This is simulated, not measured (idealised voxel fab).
Herein follows the process module entitled voxel local oxidation.
Square cells of 5 nm make up the cross-section cut, whose width is 275 nm.
This document writes a cross-section as a grid whose cells are square, and gives it as bands, listed from the top down; one or more rows of cells form a band.
Band: top and bottom heights (nm) first, top before bottom; then materials from left to right, widths in nm. "full width" marks a sole material filling the band edge to edge. "empty" denotes empty space.
Heights from 0 (as-received wafer is one material below). Bottom band endless downward, as "0 -> down".
The notation "30..40" denotes a width that varies across the rows of cells in the band, beginning at the first number in the top row, finishing at the second number in the bottom row, and changing by an identical amount from each row to the next.
"nothing changed" (step): cross-section cells unchanged, all of them.
Look at "Entrapped void list" for the closed voids: empty spaces with no open path to the top, sized 8 cells or up. Each is width x height at distance, distance from the left edge, all nm.
Step line, after settings: the simulator's comment on this step.
Each step line may optionally specify "overlay nm", which for a step with a mask gives the rightward distance between the mask's planned place and where it lay, a negative value indicating the leftward direction.
[Process steps foreseen in the plan]
1. RECEIVE | material Si
2. OXIDIZE | depth nm 5
3. CONFORMAL_DEP | material SiN | thk nm 15
4. PATTERN | tone cover | mask id ACTIVE | material resist | width nm 115 | thk nm 20 | overlay nm 0
5. DIRECTIONAL_ETCH | etch materials SiN | depth nm 15
6. STRIP | etch materials resist
7. SELECTIVE_ETCH | etch materials SiO2 | depth nm 5
8. OXIDIZE | depth nm 10
9. STRIP | etch materials SiN
[First wafer, two in total, run as planned]
[Cross-sectional view of the wafer in its as-received condition, corresponding to the state after step 1]
- 0 -> down = Si full width
- Entrapped void list: none
[So this is the wafer cross-section right after step 2]
- 0 -> -5 = SiO2 full width
- Anything lower than -5 is untouched.
[So this is the wafer cross-section right after step 3]
- 15 -> 0 = SiN full width
- Anything lower than 0 is untouched.
[So this is the wafer cross-section right after step 4]
- 35 -> 15 = 80 of empty; 115 of resist; 80 of empty
- Anything lower than 15 is untouched.
[So this is the wafer cross-section right after step 5]
- 35 -> 15 = 80 of empty; 115 of resist; 80 of empty
- 15 -> 0 = 80 of empty; 115 of SiN; 80 of empty
- Anything lower than 0 is untouched.
[So this is the wafer cross-section right after step 6]
- 15 -> 0 = 80 of empty; 115 of SiN; 80 of empty
- Anything lower than 0 is untouched.
[So this is the wafer cross-section right after step 7]
- 15 -> 0 = 80 of empty; 115 of SiN; 80 of empty
- 0 -> -5 = 85 of empty; 105 of SiO2; 85 of empty
- Anything lower than -5 is untouched.
[So this is the wafer cross-section right after step 8]
- 15 -> 0 = 80 of empty; 115 of SiN; 80 of empty
- 0 -> -5 = 85 of empty; 105 of SiO2; 85 of empty
- -5 -> -15 = 95 of SiO2; 85 of Si; 95 of SiO2
- Anything lower than -15 is untouched.
[So this is the wafer cross-section right after step 9]
- 0 -> -5 = 85 of empty; 105 of SiO2; 85 of empty
- Anything lower than -5 is untouched.
[Second wafer - shared start and plan with the first - one error in running - same as the first up to step 3 inclusive]
[The second wafer cut through, at the time step 4 was supposed to be finished]
- 35 -> 15 = 75 of empty; 125 of resist; 75 of empty
- Anything lower than 15 is untouched.
[The second wafer cut through, at the time step 5 was supposed to be finished]
- 35 -> 15 = 75 of empty; 125 of resist; 75 of empty
- 15 -> 0 = 75 of empty; 125 of SiN; 75 of empty
- Anything lower than 0 is untouched.
[The second wafer cut through, at the time step 6 was supposed to be finished]
- 15 -> 0 = 75 of empty; 125 of SiN; 75 of empty
- Anything lower than 0 is untouched.
[The second wafer cut through, at the time step 7 was supposed to be finished]
- 15 -> 0 = 75 of empty; 125 of SiN; 75 of empty
- 0 -> -5 = 80 of empty; 115 of SiO2; 80 of empty
- Anything lower than -5 is untouched.
[The second wafer cut through, at the time step 8 was supposed to be finished]
- 15 -> 0 = 75 of empty; 125 of SiN; 75 of empty
- 0 -> -5 = 80 of empty; 115 of SiO2; 80 of empty
- -5 -> -15 = 90 of SiO2; 95 of Si; 90 of SiO2
- Anything lower than -15 is untouched.
[The second wafer cut through, at the time step 9 was supposed to be finished]
- 0 -> -5 = 80 of empty; 115 of SiO2; 80 of empty
- Anything lower than -5 is untouched.
So what did we get wrong on this run? for step 4, the planned setting was not used; the step was instead run as PATTERN | tone cover | mask id ACTIVE | material resist | width nm 125 | thk nm 20 | overlay nm 0
Final comparison by cell count, materials where the second wafer has more or fewer than the first: Si: 4 more, SiO2: 2 fewer
